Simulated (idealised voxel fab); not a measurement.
The document below concerns the process module designated voxel gate over fins.
The width of the displayed cross-section, cut, is 285 nm; its cells are square, with a size of 5 nm.
Cross-section layout: square cells on a grid; listed as bands, top to bottom; a band spans one or more cell rows. Read a band's entry like this: the first values are the height of its top and the height of its bottom in nm, and what follows is the sequence of materials from left to right, each with its width in nm. Note that "blank" is empty space, and that a single material marked "throughout" reaches across the band from edge to edge. We count height from 0. Below that, the starting wafer is all one material. The lowest band never ends at the bottom but goes on down; see "0 and below" for how that is written. It should be noted that a width expressed as "30..40" varies in equal increments from row to row of cells within the band, taking the value of the first number at the top row and that of the second number at the bottom row. Any step labelled "nothing altered" changed none of the cells in the cross-section. Heads up: "Enclosed void entries" only lists the empty pockets with no open path to the top that are 8 cells or more, and it writes them as width x height at distance, distance from the left edge, in nm. Read whatever lies past the settings on a step's line as the simulator's own remark about the step. The optional step-line setting "overlay nm" applies to steps with a mask and quantifies how far to the right of its planned location the mask lay, a negative value indicating leftward placement.
**Steps in the process plan**
1: op RECEIVE | material Si
2: op CONFORMAL_DEP | material SiN | thk nm 10
3: op MASKED_ETCH | tone cover | mask id FINS | width nm 15 | pitch nm 60 | etch materials SiN | depth nm 10 | overlay nm 0
4: op MASKED_ETCH | tone cover | mask id FINS | width nm 15 | pitch nm 60 | etch materials Si | depth nm 35 | overlay nm 0
5: op OXIDIZE | depth nm 5
6: op FILL_DEP | material SiO2 | thk nm 10
7: op CMP | height nm 10
8: op PATTERN | tone open | mask id RAIL | material resist | width nm 15 | thk nm 20 | overlay nm 0
9: op DIRECTIONAL_ETCH | etch materials SiO2 | depth nm 40
10: op STRIP | etch materials resist
11: op CONFORMAL_DEP | material TiN | thk nm 5
12: op FILL_DEP | material W | thk nm 10
13: op CMP | height nm 10
14: op SELECTIVE_ETCH | etch materials W Ru TiN | depth nm 35
15: op FILL_DEP | material SiO2 | thk nm 5
16: op CMP | height nm 10
17: op SELECTIVE_ETCH | etch materials SiO2 | depth nm 25
18: op STRIP | etch materials SiN
19: op CONFORMAL_DEP | material HfO2 | thk nm 5
20: op CONFORMAL_DEP | material TiN | thk nm 5
21: op CONFORMAL_DEP | material TiAl | thk nm 5
22: op CONFORMAL_DEP | material TiN | thk nm 5
23: op FILL_DEP | material W | thk nm 10
24: op CMP | height nm 25
25: op CONFORMAL_DEP | material SiCN | thk nm 10
**Cross-section of the incoming wafer, state after step 1**
    0 and below = Si throughout
    Enclosed void entries: none
**End-of-module cross-section of the first of two wafers, processed as planned**
    35 down to 25 = SiCN throughout
    25 down to 20 = W throughout
    20 down to 15 = 90 W / 45 TiN / 15 W / 45 TiN / 90 W
    15 down to 10 = 90 W / 5 TiN / 35 TiAl / 5 TiN / 15 W / 5 TiN / 35 TiAl / 5 TiN / 90 W
    10 down to 5 = 90 W / 5 TiN / 5 TiAl / 25 TiN / 5 TiAl / 5 TiN / 15 W / 5 TiN / 5 TiAl / 25 TiN / 5 TiAl / 5 TiN / 90 W
    5 down to 0 = 95 TiN / 5 TiAl / 5 TiN / 15 HfO2 / 5 TiN / 5 TiAl / 25 TiN / 5 TiAl / 5 TiN / 15 HfO2 / 5 TiN / 5 TiAl / 95 TiN
    0 down to -5 = 100 TiAl / 5 TiN / 5 HfO2 / 5 Si / 5 HfO2 / 5 TiN / 35 TiAl / 5 TiN / 5 HfO2 / 5 Si / 5 HfO2 / 5 TiN / 100 TiAl
    -5 down to -10 = 105 TiN / 5 HfO2 / 5 Si / 5 HfO2 / 45 TiN / 5 HfO2 / 5 Si / 5 HfO2 / 105 TiN
    -10 down to -15 = 110 HfO2 / 5 Si / 55 HfO2 / 5 Si / 110 HfO2
    -15 down to -25 = 110 SiO2 / 5 Si / 55 SiO2 / 5 Si / 110 SiO2
    -25 down to -30 = 110 SiO2 / 5 Si / 20 SiO2 / 15 TiN / 20 SiO2 / 5 Si / 110 SiO2
    -30 down to -40 = 110 SiO2 / 5 Si / 55 SiO2 / 5 Si / 110 SiO2
    -40 and below = Si throughout
    Enclosed void entries: none
**Presented here is a cross-section of the second of the two wafers as it stood at the end of the module. It was started in the same manner and assigned the same plan as the first wafer; however, one mistake was made in its execution**
    35 down to 25 = SiCN throughout
    25 down to 20 = W throughout
    20 down to 15 = 90 W / 45 TiN / 15 W / 45 TiN / 90 W
    15 down to 10 = 90 W / 5 TiN / 35 TiAl / 5 TiN / 15 W / 5 TiN / 35 TiAl / 5 TiN / 90 W
    10 down to 5 = 90 W / 5 TiN / 5 TiAl / 25 TiN / 5 TiAl / 5 TiN / 15 W / 5 TiN / 5 TiAl / 25 TiN / 5 TiAl / 5 TiN / 90 W
    5 down to 0 = 95 TiN / 5 TiAl / 5 TiN / 15 HfO2 / 5 TiN / 5 TiAl / 25 TiN / 5 TiAl / 5 TiN / 15 HfO2 / 5 TiN / 5 TiAl / 95 TiN
    0 down to -5 = 100 TiAl / 5 TiN / 5 HfO2 / 5 Si / 5 HfO2 / 5 TiN / 35 TiAl / 5 TiN / 5 HfO2 / 5 Si / 5 HfO2 / 5 TiN / 100 TiAl
    -5 down to -10 = 105 TiN / 5 HfO2 / 5 Si / 5 HfO2 / 45 TiN / 5 HfO2 / 5 Si / 5 HfO2 / 105 TiN
    -10 down to -15 = 110 HfO2 / 5 Si / 55 HfO2 / 5 Si / 110 HfO2
    -15 down to -25 = 110 SiO2 / 5 Si / 55 SiO2 / 5 Si / 110 SiO2
    -25 down to -30 = 110 SiO2 / 5 Si / 20 SiO2 / 20 TiN / 15 SiO2 / 5 Si / 110 SiO2
    -30 down to -40 = 110 SiO2 / 5 Si / 55 SiO2 / 5 Si / 110 SiO2
    -40 and below = Si throughout
    Enclosed void entries: none
Which mistake was made when the wafer was run? step 8 did not use the planned setting and instead ran as op PATTERN | tone open | mask id RAIL | material resist | width nm 20 | thk nm 20 | overlay nm 0
Once processing is complete, comparing cell counts shows that the second wafer has more or fewer of certain materials than the first: -1 SiO2; +1 TiN
